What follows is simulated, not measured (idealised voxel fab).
Process module name: voxel gate over fins
This is section cut - it's 215 nm across, gridded in 5 nm square cells.
Cross-section layout: square cells on a grid; listed as bands, top to bottom; a band spans one or more cell rows.
Basically the band line says how high the top is and how high the bottom is, in nm, and then what's in it from left to right, every material with its width in nm. Empty space shows up as "blank", and if a single material carries "edge to edge" it runs the full band edge to edge.
Zero point of the height axis is 0; under it, received wafer = one material. Lowest band: continues down indefinitely, "0 down".
Per-row width for "30->40": begins at first number (top row of band), ends at second number (bottom row), increment between rows held constant.
No cell of the cross-section changed in a step that is given as "no modifications".
The list in "closed voids" covers empty spaces of 8 cells or more that cannot reach the top through any open way, and it gives each as width x height at distance; the distance is from the left edge, and width, height and distance are in nm.
after a step's settings: what the simulator itself notes on the step
overlay nm: mask offset rightward from planned place, masked step; negative means leftward offset.
Here's what the planned process steps look like
1. RECEIVE: material Si
2. CONFORMAL_DEP: material SiN, thk nm 5
3. MASKED_ETCH: tone cover, mask id FINS, width nm 15, pitch nm 40, etch materials SiN, depth nm 5, overlay nm 0
4. MASKED_ETCH: tone cover, mask id FINS, width nm 15, pitch nm 40, etch materials Si, depth nm 35, overlay nm 0
5. FILL_DEP: material SiO2, thk nm 15
6. CMP: height nm 5
7. SELECTIVE_ETCH: etch materials SiO2, depth nm 20
8. STRIP: etch materials SiN
9. CONFORMAL_DEP: material HfO2, thk nm 5
10. CONFORMAL_DEP: material TiN, thk nm 5
11. FILL_DEP: material W, thk nm 15
12. CMP: height nm 20
13. CONFORMAL_DEP: material SiN, thk nm 5
Cross-section of the wafer upon arrival, representing the state reached after step 1
	0 down | Si edge to edge
	closed voids: none
Final wafer profile in cross-section after the module, from the same start and plan as above, with one mistake made during processing
	25 to 20 | SiN edge to edge
	20 to 10 | W edge to edge
	10 to 5 | W=70 | HfO2=35 | W=5 | HfO2=35 | W=70
	5 to 0 | W=70 | HfO2=5 | TiN=25 | HfO2=5 | W=5 | HfO2=5 | TiN=25 | HfO2=5 | W=70
	0 to -5 | W=70 | HfO2=5 | TiN=5 | Si=15 | TiN=5 | HfO2=5 | W=5 | HfO2=5 | TiN=5 | Si=15 | TiN=5 | HfO2=5 | W=70
	-5 to -10 | HfO2=75 | TiN=5 | Si=15 | TiN=5 | HfO2=15 | TiN=5 | Si=15 | TiN=5 | HfO2=75
	-10 to -15 | TiN=80 | Si=15 | TiN=25 | Si=15 | TiN=80
	-15 to -35 | SiO2=80 | Si=15 | SiO2=25 | Si=15 | SiO2=80
	-35 down | Si edge to edge
	closed voids: none
Which mistake was made when the wafer was run? steps 9 and 10 of the plan were run in the wrong order, each in the other's place
